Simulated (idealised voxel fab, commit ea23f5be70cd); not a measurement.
process module | voxel self aligned vias
cross-section cut | 260 nm wide | cells 5 nm
A cross-section is a grid of square cells, given in bands from the top down. A band is one or more rows of cells.
Each band's line starts with the height of the band's top and of its bottom, in nm. Then come its materials from left to right, each with its width in nm. One material with "throughout" fills the band from edge to edge. "air" is empty space.
Height 0 is the level under which the wafer as received is all one material. The lowest band goes on downwards, as in "0 down".
A width such as "30 to 40" changes by the same amount from each row of cells to the next, from the band's top row to its bottom row.
"no change" after a step means that no cell of the cross-section changed.
closed voids: empty space of 8 cells or more with no open way to the top, each as width x height at its distance from the left edge, in nm
after a step's settings: what the simulator itself notes on the step
overlay nm, on a step with a mask: how far to the right of its planned place the mask lay; to the left if negative
plan
1 op RECEIVE | material Si
2 op CONFORMAL_DEP | material SiO2 | thk nm 10
3 op CONFORMAL_DEP | material SiCN | thk nm 5
4 op DIRECTIONAL_DEP | material lowk | thk nm 30
5 op MASKED_ETCH | tone open | mask id LINES | width nm 30 | pitch nm 70 | etch materials lowk | depth nm 30 | overlay nm 0
6 op CONFORMAL_DEP | material TiN | thk nm 5
7 op FILL_DEP | material Ru | thk nm 5
8 op CMP | height nm 45
9 op SELECTIVE_ETCH | etch materials W Ru TiN | depth nm 10
10 op FILL_DEP | material SiN | thk nm 5
11 op CMP | height nm 45
12 op DIRECTIONAL_DEP | material lowk | thk nm 15
13 op MASKED_ETCH | tone open | mask id VIAS | width nm 50 | pitch nm 140 | etch materials lowk | depth nm 15 | overlay nm 0
14 op MASKED_ETCH | tone open | mask id VIAS | width nm 50 | pitch nm 140 | etch materials SiN | depth nm 10 | overlay nm 0
15 op CONFORMAL_DEP | material TiN | thk nm 5
16 op FILL_DEP | material Ru | thk nm 10
17 op CMP | height nm 60
18 op CONFORMAL_DEP | material SiCN | thk nm 5
first wafer, as planned
as received, after step 1
  0 down: Si throughout
  closed voids: none
after step 2
  10 to 0: SiO2 throughout
  below 0: unchanged
after step 3
  15 to 10: SiCN throughout
  below 10: unchanged
after step 4
  45 to 15: lowk throughout
  below 15: unchanged
after step 5
  45 to 15: lowk 45 | air 30 | lowk 40 | air 30 | lowk 40 | air 30 | lowk 45
  below 15: unchanged
after step 6
  50 to 45: TiN 50 | air 20 | TiN 50 | air 20 | TiN 50 | air 20 | TiN 50
  45 to 20: lowk 45 | TiN 5 | air 20 | TiN 5 | lowk 40 | TiN 5 | air 20 | TiN 5 | lowk 40 | TiN 5 | air 20 | TiN 5 | lowk 45
  20 to 15: lowk 45 | TiN 30 | lowk 40 | TiN 30 | lowk 40 | TiN 30 | lowk 45
  below 15: unchanged
after step 7
  55 to 50: Ru throughout
  50 to 45: TiN 50 | Ru 20 | TiN 50 | Ru 20 | TiN 50 | Ru 20 | TiN 50
  45 to 20: lowk 45 | TiN 5 | Ru 20 | TiN 5 | lowk 40 | TiN 5 | Ru 20 | TiN 5 | lowk 40 | TiN 5 | Ru 20 | TiN 5 | lowk 45
  below 20: unchanged
after step 8
  45 to 20: lowk 45 | TiN 5 | Ru 20 | TiN 5 | lowk 40 | TiN 5 | Ru 20 | TiN 5 | lowk 40 | TiN 5 | Ru 20 | TiN 5 | lowk 45
  below 20: unchanged
after step 9
  45 to 35: lowk 45 | air 30 | lowk 40 | air 30 | lowk 40 | air 30 | lowk 45
  below 35: unchanged
after step 10
  50 to 45: SiN throughout
  45 to 35: lowk 45 | SiN 30 | lowk 40 | SiN 30 | lowk 40 | SiN 30 | lowk 45
  below 35: unchanged
after step 11
  45 to 35: lowk 45 | SiN 30 | lowk 40 | SiN 30 | lowk 40 | SiN 30 | lowk 45
  below 35: unchanged
after step 12
  60 to 45: lowk throughout
  below 45: unchanged
after step 13
  60 to 45: lowk 35 | air 50 | lowk 90 | air 50 | lowk 35
  below 45: unchanged
after step 14
  60 to 45: lowk 35 | air 50 | lowk 90 | air 50 | lowk 35
  45 to 35: lowk 45 | air 30 | lowk 40 | SiN 30 | lowk 40 | air 30 | lowk 45
  below 35: unchanged
after step 15
  65 to 60: TiN 40 | air 40 | TiN 100 | air 40 | TiN 40
  60 to 50: lowk 35 | TiN 5 | air 40 | TiN 5 | lowk 90 | TiN 5 | air 40 | TiN 5 | lowk 35
  50 to 45: lowk 35 | TiN 15 | air 20 | TiN 15 | lowk 90 | TiN 15 | air 20 | TiN 15 | lowk 35
  45 to 40: lowk 45 | TiN 5 | air 20 | TiN 5 | lowk 40 | SiN 30 | lowk 40 | TiN 5 | air 20 | TiN 5 | lowk 45
  40 to 35: lowk 45 | TiN 30 | lowk 40 | SiN 30 | lowk 40 | TiN 30 | lowk 45
  below 35: unchanged
after step 16
  75 to 65: Ru throughout
  65 to 60: TiN 40 | Ru 40 | TiN 100 | Ru 40 | TiN 40
  60 to 50: lowk 35 | TiN 5 | Ru 40 | TiN 5 | lowk 90 | TiN 5 | Ru 40 | TiN 5 | lowk 35
  50 to 45: lowk 35 | TiN 15 | Ru 20 | TiN 15 | lowk 90 | TiN 15 | Ru 20 | TiN 15 | lowk 35
  45 to 40: lowk 45 | TiN 5 | Ru 20 | TiN 5 | lowk 40 | SiN 30 | lowk 40 | TiN 5 | Ru 20 | TiN 5 | lowk 45
  below 40: unchanged
after step 17
  60 to 50: lowk 35 | TiN 5 | Ru 40 | TiN 5 | lowk 90 | TiN 5 | Ru 40 | TiN 5 | lowk 35
  below 50: unchanged
after step 18
  65 to 60: SiCN throughout
  below 60: unchanged
second wafer: like start, like plan, one mistake. Through step 4 it matches the first wafer
when step 5 should have ended
  45 to 15: air 45 | lowk 30 | air 40 | lowk 30 | air 40 | lowk 30 | air 45
  below 15: unchanged
when step 6 should have ended
  50 to 45: air 40 | TiN 40 | air 30 | TiN 40 | air 30 | TiN 40 | air 40
  45 to 20: air 40 | TiN 5 | lowk 30 | TiN 5 | air 30 | TiN 5 | lowk 30 | TiN 5 | air 30 | TiN 5 | lowk 30 | TiN 5 | air 40
  20 to 15: TiN 45 | lowk 30 | TiN 40 | lowk 30 | TiN 40 | lowk 30 | TiN 45
  below 15: unchanged
when step 7 should have ended
  55 to 50: Ru throughout
  50 to 45: Ru 40 | TiN 40 | Ru 30 | TiN 40 | Ru 30 | TiN 40 | Ru 40
  45 to 20: Ru 40 | TiN 5 | lowk 30 | TiN 5 | Ru 30 | TiN 5 | lowk 30 | TiN 5 | Ru 30 | TiN 5 | lowk 30 | TiN 5 | Ru 40
  below 20: unchanged
when step 8 should have ended
  45 to 20: Ru 40 | TiN 5 | lowk 30 | TiN 5 | Ru 30 | TiN 5 | lowk 30 | TiN 5 | Ru 30 | TiN 5 | lowk 30 | TiN 5 | Ru 40
  below 20: unchanged
when step 9 should have ended
  45 to 35: air 45 | lowk 30 | air 40 | lowk 30 | air 40 | lowk 30 | air 45
  below 35: unchanged
when step 10 should have ended
  50 to 45: SiN throughout
  45 to 35: SiN 45 | lowk 30 | SiN 40 | lowk 30 | SiN 40 | lowk 30 | SiN 45
  below 35: unchanged
when step 11 should have ended
  45 to 35: SiN 45 | lowk 30 | SiN 40 | lowk 30 | SiN 40 | lowk 30 | SiN 45
  below 35: unchanged
when step 12 should have ended
  60 to 45: lowk throughout
  below 45: unchanged
when step 13 should have ended
  60 to 45: lowk 35 | air 50 | lowk 90 | air 50 | lowk 35
  below 45: unchanged
when step 14 should have ended
  60 to 45: lowk 35 | air 50 | lowk 90 | air 50 | lowk 35
  45 to 35: SiN 35 | air 10 | lowk 30 | air 10 | SiN 30 | lowk 30 | SiN 30 | air 10 | lowk 30 | air 10 | SiN 35
  below 35: unchanged
when step 15 should have ended
  65 to 60: TiN 40 | air 40 | TiN 100 | air 40 | TiN 40
  60 to 50: lowk 35 | TiN 5 | air 40 | TiN 5 | lowk 90 | TiN 5 | air 40 | TiN 5 | lowk 35
  50 to 45: lowk 35 | TiN 50 | lowk 90 | TiN 50 | lowk 35
  45 to 35: SiN 35 | TiN 10 | lowk 30 | TiN 10 | SiN 30 | lowk 30 | SiN 30 | TiN 10 | lowk 30 | TiN 10 | SiN 35
  below 35: unchanged
when step 16 should have ended
  75 to 65: Ru throughout
  65 to 60: TiN 40 | Ru 40 | TiN 100 | Ru 40 | TiN 40
  60 to 50: lowk 35 | TiN 5 | Ru 40 | TiN 5 | lowk 90 | TiN 5 | Ru 40 | TiN 5 | lowk 35
  below 50: unchanged
when step 17 should have ended
  60 to 50: lowk 35 | TiN 5 | Ru 40 | TiN 5 | lowk 90 | TiN 5 | Ru 40 | TiN 5 | lowk 35
  below 50: unchanged
when step 18 should have ended
  65 to 60: SiCN throughout
  below 60: unchanged
what went wrong: step 5 ran as: op MASKED_ETCH | tone cover | mask id LINES | width nm 30 | pitch nm 70 | etch materials lowk | depth nm 30 | overlay nm 0
at the end the second wafer has, in cells: 32 more of Ru | 40 more of SiN | 24 more of TiN | 96 fewer of lowk
